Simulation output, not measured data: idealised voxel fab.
process module | voxel gate over fins
cross-section cut | 235 nm wide | cells 5 nm
A cross-section is a grid of square cells, given in bands from the top down. A band is one or more rows of cells.
Each band's line starts with the height of the band's top and of its bottom, in nm. Then come its materials from left to right, each with its width in nm. One material with "throughout" fills the band from edge to edge. "air" is empty space.
Height 0 is the level under which the wafer as received is all one material. The lowest band goes on downwards, as in "0 down".
A width such as "30 to 40" changes by the same amount from each row of cells to the next, from the band's top row to its bottom row.
"no change" after a step means that no cell of the cross-section changed.
closed voids: empty space of 8 cells or more with no open way to the top, each as width x height at its distance from the left edge, in nm
after a step's settings: what the simulator itself notes on the step
overlay nm, on a step with a mask: how far to the right of its planned place the mask lay; to the left if negative
plan
1 op RECEIVE | material Si
2 op CONFORMAL_DEP | material SiN | thk nm 5
3 op MASKED_ETCH | tone cover | mask id FINS | width nm 15 | pitch nm 55 | etch materials SiN | depth nm 5 | overlay nm 0
4 op MASKED_ETCH | tone cover | mask id FINS | width nm 15 | pitch nm 55 | etch materials Si | depth nm 40 | overlay nm 0
5 op OXIDIZE | depth nm 5
6 op FILL_DEP | material SiO2 | thk nm 10
7 op CMP | height nm 5
8 op PATTERN | tone open | mask id RAIL | material resist | width nm 15 | thk nm 20 | overlay nm 0
9 op DIRECTIONAL_ETCH | etch materials SiO2 | depth nm 40
10 op STRIP | etch materials resist
11 op CONFORMAL_DEP | material TiN | thk nm 5
12 op FILL_DEP | material Ru | thk nm 5
13 op CMP | height nm 5
14 op SELECTIVE_ETCH | etch materials W Ru TiN | depth nm 25
15 op FILL_DEP | material SiO2 | thk nm 5
16 op CMP | height nm 5
17 op SELECTIVE_ETCH | etch materials SiO2 | depth nm 15
18 op STRIP | etch materials SiN
19 op CONFORMAL_DEP | material HfO2 | thk nm 5
20 op CONFORMAL_DEP | material TiN | thk nm 5
21 op CONFORMAL_DEP | material TiAl | thk nm 5
22 op CONFORMAL_DEP | material TiN | thk nm 5
23 op FILL_DEP | material W | thk nm 15
24 op CMP | height nm 30
25 op CONFORMAL_DEP | material SiN | thk nm 5
first wafer, as planned
as received, after step 1
  0 down: Si throughout
  closed voids: none
after step 2
  5 to 0: SiN throughout
  below 0: unchanged
after step 3
  5 to 0: air 80 | SiN 15 | air 40 | SiN 15 | air 85
  below 0: unchanged
after step 4
  5 to 0: air 80 | SiN 15 | air 40 | SiN 15 | air 85
  0 to -40: air 80 | Si 15 | air 40 | Si 15 | air 85
  below -40: unchanged
after step 5
  5 to 0: air 80 | SiN 15 | air 40 | SiN 15 | air 85
  0 to -40: air 80 | SiO2 5 | Si 5 | SiO2 5 | air 40 | SiO2 5 | Si 5 | SiO2 5 | air 85
  -40 to -45: SiO2 85 | Si 5 | SiO2 50 | Si 5 | SiO2 90
  below -45: unchanged
after step 6
  15 to 5: SiO2 throughout
  5 to 0: SiO2 80 | SiN 15 | SiO2 40 | SiN 15 | SiO2 85
  0 to -45: SiO2 85 | Si 5 | SiO2 50 | Si 5 | SiO2 90
  below -45: unchanged
after step 7
  5 to 0: SiO2 80 | SiN 15 | SiO2 40 | SiN 15 | SiO2 85
  below 0: unchanged
after step 8
  25 to 5: resist 105 | air 15 | resist 115
  below 5: unchanged
after step 9
  25 to 5: resist 105 | air 15 | resist 115
  5 to 0: SiO2 80 | SiN 15 | SiO2 10 | air 15 | SiO2 15 | SiN 15 | SiO2 85
  0 to -35: SiO2 85 | Si 5 | SiO2 15 | air 15 | SiO2 20 | Si 5 | SiO2 90
  below -35: unchanged
after step 10
  5 to 0: SiO2 80 | SiN 15 | SiO2 10 | air 15 | SiO2 15 | SiN 15 | SiO2 85
  below 0: unchanged
after step 11
  10 to 5: TiN 110 | air 5 | TiN 120
  5 to 0: SiO2 80 | SiN 15 | SiO2 10 | TiN 5 | air 5 | TiN 5 | SiO2 15 | SiN 15 | SiO2 85
  0 to -30: SiO2 85 | Si 5 | SiO2 15 | TiN 5 | air 5 | TiN 5 | SiO2 20 | Si 5 | SiO2 90
  -30 to -35: SiO2 85 | Si 5 | SiO2 15 | TiN 15 | SiO2 20 | Si 5 | SiO2 90
  below -35: unchanged
after step 12
  15 to 10: Ru throughout
  10 to 5: TiN 110 | Ru 5 | TiN 120
  5 to 0: SiO2 80 | SiN 15 | SiO2 10 | TiN 5 | Ru 5 | TiN 5 | SiO2 15 | SiN 15 | SiO2 85
  0 to -30: SiO2 85 | Si 5 | SiO2 15 | TiN 5 | Ru 5 | TiN 5 | SiO2 20 | Si 5 | SiO2 90
  below -30: unchanged
after step 13
  5 to 0: SiO2 80 | SiN 15 | SiO2 10 | TiN 5 | Ru 5 | TiN 5 | SiO2 15 | SiN 15 | SiO2 85
  below 0: unchanged
after step 14
  5 to 0: SiO2 80 | SiN 15 | SiO2 10 | air 15 | SiO2 15 | SiN 15 | SiO2 85
  0 to -20: SiO2 85 | Si 5 | SiO2 15 | air 15 | SiO2 20 | Si 5 | SiO2 90
  below -20: unchanged
after step 15
  10 to 5: SiO2 throughout
  5 to 0: SiO2 80 | SiN 15 | SiO2 40 | SiN 15 | SiO2 85
  0 to -20: SiO2 85 | Si 5 | SiO2 50 | Si 5 | SiO2 90
  below -20: unchanged
after step 16
  5 to 0: SiO2 80 | SiN 15 | SiO2 40 | SiN 15 | SiO2 85
  below 0: unchanged
after step 17
  5 to 0: air 80 | SiN 15 | air 40 | SiN 15 | air 85
  0 to -10: air 85 | Si 5 | air 50 | Si 5 | air 90
  below -10: unchanged
after step 18
  0 to -10: air 85 | Si 5 | air 50 | Si 5 | air 90
  below -10: unchanged
after step 19
  5 to 0: air 80 | HfO2 15 | air 40 | HfO2 15 | air 85
  0 to -5: air 80 | HfO2 5 | Si 5 | HfO2 5 | air 40 | HfO2 5 | Si 5 | HfO2 5 | air 85
  -5 to -10: HfO2 85 | Si 5 | HfO2 50 | Si 5 | HfO2 90
  below -10: unchanged
after step 20
  10 to 5: air 75 | TiN 25 | air 30 | TiN 25 | air 80
  5 to 0: air 75 | TiN 5 | HfO2 15 | TiN 5 | air 30 | TiN 5 | HfO2 15 | TiN 5 | air 80
  0 to -5: TiN 80 | HfO2 5 | Si 5 | HfO2 5 | TiN 40 | HfO2 5 | Si 5 | HfO2 5 | TiN 85
  below -5: unchanged
after step 21
  15 to 10: air 70 | TiAl 35 | air 20 | TiAl 35 | air 75
  10 to 5: air 70 | TiAl 5 | TiN 25 | TiAl 5 | air 20 | TiAl 5 | TiN 25 | TiAl 5 | air 75
  5 to 0: TiAl 75 | TiN 5 | HfO2 15 | TiN 5 | TiAl 30 | TiN 5 | HfO2 15 | TiN 5 | TiAl 80
  below 0: unchanged
after step 22
  20 to 15: air 65 | TiN 45 | air 10 | TiN 45 | air 70
  15 to 10: air 65 | TiN 5 | TiAl 35 | TiN 5 | air 10 | TiN 5 | TiAl 35 | TiN 5 | air 70
  10 to 5: TiN 70 | TiAl 5 | TiN 25 | TiAl 5 | TiN 20 | TiAl 5 | TiN 25 | TiAl 5 | TiN 75
  below 5: unchanged
after step 23
  35 to 20: W throughout
  20 to 15: W 65 | TiN 45 | W 10 | TiN 45 | W 70
  15 to 10: W 65 | TiN 5 | TiAl 35 | TiN 5 | W 10 | TiN 5 | TiAl 35 | TiN 5 | W 70
  below 10: unchanged
after step 24
  30 to 20: W throughout
  below 20: unchanged
after step 25
  35 to 30: SiN throughout
  below 30: unchanged
second wafer: like start, like plan, one mistake. Through step 18 it matches the first wafer
when step 19 should have ended
  5 to 0: air 80 | TiN 15 | air 40 | TiN 15 | air 85
  0 to -5: air 80 | TiN 5 | Si 5 | TiN 5 | air 40 | TiN 5 | Si 5 | TiN 5 | air 85
  -5 to -10: TiN 85 | Si 5 | TiN 50 | Si 5 | TiN 90
  below -10: unchanged
when step 20 should have ended
  10 to 5: air 75 | HfO2 25 | air 30 | HfO2 25 | air 80
  5 to 0: air 75 | HfO2 5 | TiN 15 | HfO2 5 | air 30 | HfO2 5 | TiN 15 | HfO2 5 | air 80
  0 to -5: HfO2 80 | TiN 5 | Si 5 | TiN 5 | HfO2 40 | TiN 5 | Si 5 | TiN 5 | HfO2 85
  below -5: unchanged
when step 21 should have ended
  15 to 10: air 70 | TiAl 35 | air 20 | TiAl 35 | air 75
  10 to 5: air 70 | TiAl 5 | HfO2 25 | TiAl 5 | air 20 | TiAl 5 | HfO2 25 | TiAl 5 | air 75
  5 to 0: TiAl 75 | HfO2 5 | TiN 15 | HfO2 5 | TiAl 30 | HfO2 5 | TiN 15 | HfO2 5 | TiAl 80
  below 0: unchanged
when step 22 should have ended
  20 to 15: air 65 | TiN 45 | air 10 | TiN 45 | air 70
  15 to 10: air 65 | TiN 5 | TiAl 35 | TiN 5 | air 10 | TiN 5 | TiAl 35 | TiN 5 | air 70
  10 to 5: TiN 70 | TiAl 5 | HfO2 25 | TiAl 5 | TiN 20 | TiAl 5 | HfO2 25 | TiAl 5 | TiN 75
  below 5: unchanged
when step 23 should have ended
  35 to 20: W throughout
  20 to 15: W 65 | TiN 45 | W 10 | TiN 45 | W 70
  15 to 10: W 65 | TiN 5 | TiAl 35 | TiN 5 | W 10 | TiN 5 | TiAl 35 | TiN 5 | W 70
  below 10: unchanged
when step 24 should have ended
  30 to 20: W throughout
  below 20: unchanged
when step 25 should have ended
  35 to 30: SiN throughout
  below 30: unchanged
what went wrong: steps 19 and 20 were swapped
at the end the second wafer has, in cells: as many of each material as the first, in other places
